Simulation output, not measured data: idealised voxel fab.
Process module under the name voxel quadruple lines
Pictured: cross-section cut, 140 nm wide, on a grid of 5 nm square cells.
Reading order for cross-sections: top band down to bottom band. Underlying form: a grid of square cells. Band size: one or more rows of cells. Top, bottom (nm), then materials left to right with widths (nm); lone material tagged "all across" fills the whole band edge to edge; "blank" = empty space. Heights are expressed relative to 0, this being the level below which the as-received wafer comprises one material exclusively. The lowest band is unbounded in the downward direction and is denoted as in "top 0, no bottom". You'd read "30 to 40" like this: the band's top row of cells is as wide as the first number, its bottom row is as wide as the second, and going down, every row changes width by the same amount as the row before did. Reading "nothing changed" for a step: not a cell of the cross-section changed in it. "Closed void listing" contains a list of empty spaces, each no smaller than 8 cells and without an open way to the top, written in the form width x height at distance with the distance from the left edge and all three in nm. On each step's line, the part that comes after the settings is the simulator's own comment on the step. A step's line can hold "overlay nm"; with a mask on that step, the setting says how far right of the planned place the mask lay, while a negative setting says it lay to the left.

Set out below are the planned steps of the process:
1: RECEIVE with material Si
2: CONFORMAL_DEP with material SiO2, thk nm 10
3: DIRECTIONAL_DEP with material Ru, thk nm 10
4: DIRECTIONAL_DEP with material polySi, thk nm 20
5: DIRECTIONAL_DEP with material aC, thk nm 20
6: PATTERN with tone cover, mask id MANDREL, material resist, width nm 35, thk nm 25, overlay nm 0
7: DIRECTIONAL_ETCH with etch materials aC, depth nm 20
8: STRIP with etch materials resist
9: CONFORMAL_DEP with material SiO2, thk nm 15
10: DIRECTIONAL_ETCH with etch materials SiO2, depth nm 15
11: STRIP with etch materials aC
12: DIRECTIONAL_ETCH with etch materials polySi, depth nm 20
13: STRIP with etch materials SiO2
14: CONFORMAL_DEP with material SiN, thk nm 10
15: DIRECTIONAL_ETCH with etch materials SiN, depth nm 10
16: STRIP with etch materials polySi
17: DIRECTIONAL_ETCH with etch materials Ru, depth nm 10
18: STRIP with etch materials SiN

The first wafer of two, processed as planned:

Cross-section: wafer on arrival = after step 1:
top 0, no bottom  Si all across
Closed void listing: none

Presented here is a cross-section of the wafer after step 2 has been performed:
top 10, bottom 0  SiO2 all across
Everything under 0 stays put, no change at all.

Presented here is a cross-section of the wafer after step 3 has been performed:
top 20, bottom 10  Ru all across
Everything under 10 stays put, no change at all.

Presented here is a cross-section of the wafer after step 4 has been performed:
top 40, bottom 20  polySi all across
Everything under 20 stays put, no change at all.

Presented here is a cross-section of the wafer after step 5 has been performed:
top 60, bottom 40  aC all across
Everything under 40 stays put, no change at all.

Presented here is a cross-section of the wafer after step 6 has been performed:
top 85, bottom 60  blank: 50 | resist: 35 | blank: 55
Everything under 60 stays put, no change at all.

Presented here is a cross-section of the wafer after step 7 has been performed:
top 65, bottom 60  blank: 50 | resist: 35 | blank: 55
top 60, bottom 40  blank: 50 | aC: 35 | blank: 55
Everything under 40 stays put, no change at all.

Presented here is a cross-section of the wafer after step 8 has been performed:
top 60, bottom 40  blank: 50 | aC: 35 | blank: 55
Everything under 40 stays put, no change at all.

Presented here is a cross-section of the wafer after step 9 has been performed:
top 75, bottom 60  blank: 35 | SiO2: 65 | blank: 40
top 60, bottom 55  blank: 35 | SiO2: 15 | aC: 35 | SiO2: 15 | blank: 40
top 55, bottom 40  SiO2: 50 | aC: 35 | SiO2: 55
Everything under 40 stays put, no change at all.

Presented here is a cross-section of the wafer after step 10 has been performed:
top 60, bottom 40  blank: 35 | SiO2: 15 | aC: 35 | SiO2: 15 | blank: 40
Everything under 40 stays put, no change at all.

Presented here is a cross-section of the wafer after step 11 has been performed:
top 60, bottom 40  blank: 35 | SiO2: 15 | blank: 35 | SiO2: 15 | blank: 40
Everything under 40 stays put, no change at all.

Presented here is a cross-section of the wafer after step 12 has been performed:
top 60, bottom 40  blank: 35 | SiO2: 15 | blank: 35 | SiO2: 15 | blank: 40
top 40, bottom 20  blank: 35 | polySi: 15 | blank: 35 | polySi: 15 | blank: 40
Everything under 20 stays put, no change at all.

Presented here is a cross-section of the wafer after step 13 has been performed:
top 40, bottom 20  blank: 35 | polySi: 15 | blank: 35 | polySi: 15 | blank: 40
Everything under 20 stays put, no change at all.

Presented here is a cross-section of the wafer after step 14 has been performed:
top 50, bottom 40  blank: 25 | SiN: 35 | blank: 15 | SiN: 35 | blank: 30
top 40, bottom 30  blank: 25 | SiN: 10 | polySi: 15 | SiN: 10 | blank: 15 | SiN: 10 | polySi: 15 | SiN: 10 | blank: 30
top 30, bottom 20  SiN: 35 | polySi: 15 | SiN: 35 | polySi: 15 | SiN: 40
Everything under 20 stays put, no change at all.

Presented here is a cross-section of the wafer after step 15 has been performed:
top 40, bottom 20  blank: 25 | SiN: 10 | polySi: 15 | SiN: 10 | blank: 15 | SiN: 10 | polySi: 15 | SiN: 10 | blank: 30
Everything under 20 stays put, no change at all.

Presented here is a cross-section of the wafer after step 16 has been performed:
top 40, bottom 20  blank: 25 | SiN: 10 | blank: 15 | SiN: 10 | blank: 15 | SiN: 10 | blank: 15 | SiN: 10 | blank: 30
Everything under 20 stays put, no change at all.

Presented here is a cross-section of the wafer after step 17 has been performed:
top 40, bottom 20  blank: 25 | SiN: 10 | blank: 15 | SiN: 10 | blank: 15 | SiN: 10 | blank: 15 | SiN: 10 | blank: 30
top 20, bottom 10  blank: 25 | Ru: 10 | blank: 15 | Ru: 10 | blank: 15 | Ru: 10 | blank: 15 | Ru: 10 | blank: 30
Everything under 10 stays put, no change at all.

Presented here is a cross-section of the wafer after step 18 has been performed:
top 20, bottom 10  blank: 25 | Ru: 10 | blank: 15 | Ru: 10 | blank: 15 | Ru: 10 | blank: 15 | Ru: 10 | blank: 30
Everything under 10 stays put, no change at all.

Wafer two: like wafer one in start and plan, but with one mistake in execution; identical up to and including step 5:

Second wafer cross-section, taken as of the time the plan sets for step 6 to be done:
top 85, bottom 60  blank: 60 | resist: 35 | blank: 45
Everything under 60 stays put, no change at all.

Second wafer cross-section, taken as of the time the plan sets for step 7 to be done:
top 65, bottom 60  blank: 60 | resist: 35 | blank: 45
top 60, bottom 40  blank: 60 | aC: 35 | blank: 45
Everything under 40 stays put, no change at all.

Second wafer cross-section, taken as of the time the plan sets for step 8 to be done:
top 60, bottom 40  blank: 60 | aC: 35 | blank: 45
Everything under 40 stays put, no change at all.

Second wafer cross-section, taken as of the time the plan sets for step 9 to be done:
top 75, bottom 60  blank: 45 | SiO2: 65 | blank: 30
top 60, bottom 55  blank: 45 | SiO2: 15 | aC: 35 | SiO2: 15 | blank: 30
top 55, bottom 40  SiO2: 60 | aC: 35 | SiO2: 45
Everything under 40 stays put, no change at all.

Second wafer cross-section, taken as of the time the plan sets for step 10 to be done:
top 60, bottom 40  blank: 45 | SiO2: 15 | aC: 35 | SiO2: 15 | blank: 30
Everything under 40 stays put, no change at all.

Second wafer cross-section, taken as of the time the plan sets for step 11 to be done:
top 60, bottom 40  blank: 45 | SiO2: 15 | blank: 35 | SiO2: 15 | blank: 30
Everything under 40 stays put, no change at all.

Second wafer cross-section, taken as of the time the plan sets for step 12 to be done:
top 60, bottom 40  blank: 45 | SiO2: 15 | blank: 35 | SiO2: 15 | blank: 30
top 40, bottom 20  blank: 45 | polySi: 15 | blank: 35 | polySi: 15 | blank: 30
Everything under 20 stays put, no change at all.

Second wafer cross-section, taken as of the time the plan sets for step 13 to be done:
top 40, bottom 20  blank: 45 | polySi: 15 | blank: 35 | polySi: 15 | blank: 30
Everything under 20 stays put, no change at all.

Second wafer cross-section, taken as of the time the plan sets for step 14 to be done:
top 50, bottom 40  blank: 35 | SiN: 35 | blank: 15 | SiN: 35 | blank: 20
top 40, bottom 30  blank: 35 | SiN: 10 | polySi: 15 | SiN: 10 | blank: 15 | SiN: 10 | polySi: 15 | SiN: 10 | blank: 20
top 30, bottom 20  SiN: 45 | polySi: 15 | SiN: 35 | polySi: 15 | SiN: 30
Everything under 20 stays put, no change at all.

Second wafer cross-section, taken as of the time the plan sets for step 15 to be done:
top 40, bottom 20  blank: 35 | SiN: 10 | polySi: 15 | SiN: 10 | blank: 15 | SiN: 10 | polySi: 15 | SiN: 10 | blank: 20
Everything under 20 stays put, no change at all.

Second wafer cross-section, taken as of the time the plan sets for step 16 to be done:
top 40, bottom 20  blank: 35 | SiN: 10 | blank: 15 | SiN: 10 | blank: 15 | SiN: 10 | blank: 15 | SiN: 10 | blank: 20
Everything under 20 stays put, no change at all.

Second wafer cross-section, taken as of the time the plan sets for step 17 to be done:
top 40, bottom 20  blank: 35 | SiN: 10 | blank: 15 | SiN: 10 | blank: 15 | SiN: 10 | blank: 15 | SiN: 10 | blank: 20
top 20, bottom 10  blank: 35 | Ru: 10 | blank: 15 | Ru: 10 | blank: 15 | Ru: 10 | blank: 15 | Ru: 10 | blank: 20
Everything under 10 stays put, no change at all.

Second wafer cross-section, taken as of the time the plan sets for step 18 to be done:
top 20, bottom 10  blank: 35 | Ru: 10 | blank: 15 | Ru: 10 | blank: 15 | Ru: 10 | blank: 15 | Ru: 10 | blank: 20
Everything under 10 stays put, no change at all.
What was done differently from what was planned? planned and actual differ for step 6; actual: PATTERN with tone cover, mask id MANDREL, material resist, width nm 35, thk nm 25, overlay nm 10
Upon completion, the cell count for each material on the second wafer equals that on the first, whereas the spatial distribution of those cells differs.
